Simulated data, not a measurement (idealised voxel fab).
Title: Process Module voxel air gaps
Cross-sectional view cut (width: 300 nm; square cell size: 5 nm).
A cross-section is written here as square cells arranged in a grid, and it is given in bands from the top down, each band taking up one or more rows of cells.
Top height, bottom height, nm. Materials left to right, width each, nm. Single material + "everywhere" = fills band edge to edge. "air" = empty.
It should be noted that heights are counted from 0, beneath which the wafer as supplied is of one material throughout, and that the lowest band possesses no lower boundary but continues downward, as written in "z 0 and below".
A width given as "30..40" starts at the first number in the band's top row and ends at the second number in its bottom row, shifting by an equal amount at every step from row to row.
It should be understood that the words "no change", when stated for a given step, signify that the cross-section underwent no change in any of its cells during that step.
Closed empty spaces (no open way to the top) of 8 cells or more are what "Closed empty spaces" lists, each as width x height at distance from the left edge, nm for all three.
Formally, on a step line, whatever follows the settings is a remark that the simulator itself makes on the step.
If you see "overlay nm" on a step's line and that step has a mask, it's telling you how far right of where it was planned the mask ended up; a negative number means it went left instead.
THIS SECTION LISTS THE PROCESS STEPS THAT WERE PLANNED
1. RECEIVE: material Si
2. CONFORMAL_DEP: material SiO2, thk nm 10
3. CONFORMAL_DEP: material SiN, thk nm 5
4. DIRECTIONAL_DEP: material lowk, thk nm 40
5. MASKED_ETCH: tone open, mask id LINES, width nm 15, pitch nm 45, etch materials lowk, depth nm 40, overlay nm 0
6. CONFORMAL_DEP: material TiN, thk nm 5
7. FILL_DEP: material Ru, thk nm 10
8. CMP: height nm 55
9. EPI: material Ru, thk nm 10
10. SELECTIVE_ETCH: etch materials lowk, depth nm 50
11. CONFORMAL_DEP: material SiN, thk nm 5
DELIVERED WAFER IN CROSS-SECTION: STATE AFTER STEP 1
> z 0 and below | Si everywhere
> Closed empty spaces: none
A WAFER AT THE END: THIS START, THIS PLAN, ONE MISTAKE
> z 70 to 65 | air 80 nm, SiN 135 nm, air 85 nm
> z 65 to 55 | air 80 nm, SiN 5 nm, Ru 35 nm, SiN 10 nm, Ru 35 nm, SiN 10 nm, Ru 35 nm, SiN 5 nm, air 85 nm
> z 55 to 50 | air 80 nm, SiN 15 nm, TiN 5 nm, Ru 5 nm, TiN 5 nm, SiN 30 nm, TiN 5 nm, Ru 5 nm, TiN 5 nm, SiN 30 nm, TiN 5 nm, Ru 5 nm, TiN 5 nm, SiN 15 nm, air 85 nm
> z 50 to 20 | air 90 nm, SiN 5 nm, TiN 5 nm, Ru 5 nm, TiN 5 nm, SiN 5 nm, air 20 nm, SiN 5 nm, TiN 5 nm, Ru 5 nm, TiN 5 nm, SiN 5 nm, air 20 nm, SiN 5 nm, TiN 5 nm, Ru 5 nm, TiN 5 nm, SiN 5 nm, air 95 nm
> z 20 to 15 | SiN 95 nm, TiN 15 nm, SiN 30 nm, TiN 15 nm, SiN 30 nm, TiN 15 nm, SiN 100 nm
> z 15 to 5 | SiO2 everywhere
> z 5 to 0 | SiN everywhere
> z 0 and below | Si everywhere
> Closed empty spaces: 20 x 30 at 115; 20 x 30 at 160
What broke from the plan during processing? steps 2 and 3 of the plan were run in the wrong order, each in the other's place
